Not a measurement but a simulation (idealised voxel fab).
voxel self aligned vias: a process module
Each square cell in cross-section cut measures 5 nm, and the section as a whole is 275 nm wide.
Cross-section = grid of square cells, listed top down in bands; band = one or more rows. Top height, bottom height, nm. Materials left to right, width each, nm. Single material + "edge to edge" = fills band edge to edge. "air" = empty. Measure heights from 0. That's the level where, below it, the as-received wafer is all one material. The lowest band is bottomless and extends downward; write it as in "0..down". Quick explanation for "30..40": the width changes in equal steps down the rows of cells, from the first number in the band's top row to the second number in its bottom row. You'll sometimes find "nothing got changed" written for a step, and that's the way of saying that nowhere in the cross-section did a cell change during that step. You'll see "Enclosed voids" listing empty spaces that have no way open to the top, as long as they're 8 cells or more; the notation is width x height at distance, where the distance is from the left edge, and all of it is in nm. Text after the settings on a step's line: the simulator's own remark on that step. Steps that use a mask can have "overlay nm" on their line. It says how far the mask sat to the right of where it was meant to be. Negative means to the left.
Planned step list for the process:
1. RECEIVE [material Si]
2. CONFORMAL_DEP [material SiO2] [thk nm 15]
3. CONFORMAL_DEP [material SiCN] [thk nm 5]
4. DIRECTIONAL_DEP [material SiO2] [thk nm 20]
5. PATTERN [tone open] [mask id LINES] [material resist] [width nm 20] [pitch nm 70] [thk nm 15] [overlay nm 0]
6. DIRECTIONAL_ETCH [etch materials SiO2] [depth nm 20]
7. STRIP [etch materials resist]
8. CONFORMAL_DEP [material TiN] [thk nm 5]
9. FILL_DEP [material W] [thk nm 5]
10. CMP [height nm 40]
11. SELECTIVE_ETCH [etch materials W Ru TiN] [depth nm 5]
12. FILL_DEP [material SiN] [thk nm 5]
13. CMP [height nm 40]
14. DIRECTIONAL_DEP [material SiO2] [thk nm 15]
15. PATTERN [tone open] [mask id VIAS] [material resist] [width nm 40] [pitch nm 140] [thk nm 15] [overlay nm -15]
16. DIRECTIONAL_ETCH [etch materials SiO2] [depth nm 15]
17. DIRECTIONAL_ETCH [etch materials SiN] [depth nm 5]
18. STRIP [etch materials resist]
19. CONFORMAL_DEP [material TiN] [thk nm 5]
20. FILL_DEP [material Cu] [thk nm 10]
21. CMP [height nm 55]
22. CONFORMAL_DEP [material SiN] [thk nm 5]
Where the wafers of this document differ is in the overlay nm of step 15; they start out the same, and the plan states the value that applied to the first wafer.
Received condition of the first of several wafers, sectioned: post-step 1:
0..down  Si edge to edge
Enclosed voids: none
Take a look at the first of several wafers in cross-section: the module is done, and step 22 was its last step:
60..55  SiN edge to edge
55..45  30 of SiO2  5 of TiN  30 of Cu  5 of TiN  100 of SiO2  5 of TiN  30 of Cu  5 of TiN  65 of SiO2
45..40  30 of SiO2  30 of TiN  5 of Cu  5 of TiN  100 of SiO2  30 of TiN  5 of Cu  5 of TiN  65 of SiO2
40..35  55 of SiO2  15 of TiN  5 of SiN  50 of SiO2  20 of SiN  50 of SiO2  15 of TiN  5 of SiN  60 of SiO2
35..25  55 of SiO2  5 of TiN  10 of W  5 of TiN  50 of SiO2  5 of TiN  10 of W  5 of TiN  50 of SiO2  5 of TiN  10 of W  5 of TiN  60 of SiO2
25..20  55 of SiO2  20 of TiN  50 of SiO2  20 of TiN  50 of SiO2  20 of TiN  60 of SiO2
20..15  SiCN edge to edge
15..0  SiO2 edge to edge
0..down  Si edge to edge
Enclosed voids: none
Cross-sectional depiction of the last of several wafers upon completion of the module:
60..55  SiN edge to edge
55..45  60 of SiO2  5 of TiN  30 of Cu  5 of TiN  100 of SiO2  5 of TiN  30 of Cu  5 of TiN  35 of SiO2
45..40  60 of SiO2  5 of TiN  5 of Cu  30 of TiN  100 of SiO2  5 of TiN  5 of Cu  30 of TiN  35 of SiO2
40..35  55 of SiO2  5 of SiN  15 of TiN  50 of SiO2  20 of SiN  50 of SiO2  5 of SiN  15 of TiN  60 of SiO2
35..25  55 of SiO2  5 of TiN  10 of W  5 of TiN  50 of SiO2  5 of TiN  10 of W  5 of TiN  50 of SiO2  5 of TiN  10 of W  5 of TiN  60 of SiO2
25..20  55 of SiO2  20 of TiN  50 of SiO2  20 of TiN  50 of SiO2  20 of TiN  60 of SiO2
20..15  SiCN edge to edge
15..0  SiO2 edge to edge
0..down  Si edge to edge
Enclosed voids: none
each wafer at the end: cells of each material gained (+) or lost (-) since it was received, then its closed voids:
overlay nm -15 | +26 Cu | +55 SiCN | +61 SiN | +454 SiO2 | +52 TiN | +12 W | Enclosed voids: none
overlay nm -10 | +28 Cu | +55 SiCN | +59 SiN | +454 SiO2 | +52 TiN | +12 W | Enclosed voids: none
overlay nm -5 | +28 Cu | +55 SiCN | +59 SiN | +454 SiO2 | +52 TiN | +12 W | Enclosed voids: none
overlay nm 0 | +28 Cu | +55 SiCN | +59 SiN | +454 SiO2 | +52 TiN | +12 W | Enclosed voids: none
overlay nm 5 | +28 Cu | +55 SiCN | +59 SiN | +454 SiO2 | +52 TiN | +12 W | Enclosed voids: none
overlay nm 10 | +28 Cu | +55 SiCN | +59 SiN | +454 SiO2 | +52 TiN | +12 W | Enclosed voids: none
overlay nm 15 | +26 Cu | +55 SiCN | +61 SiN | +454 SiO2 | +52 TiN | +12 W | Enclosed voids: none
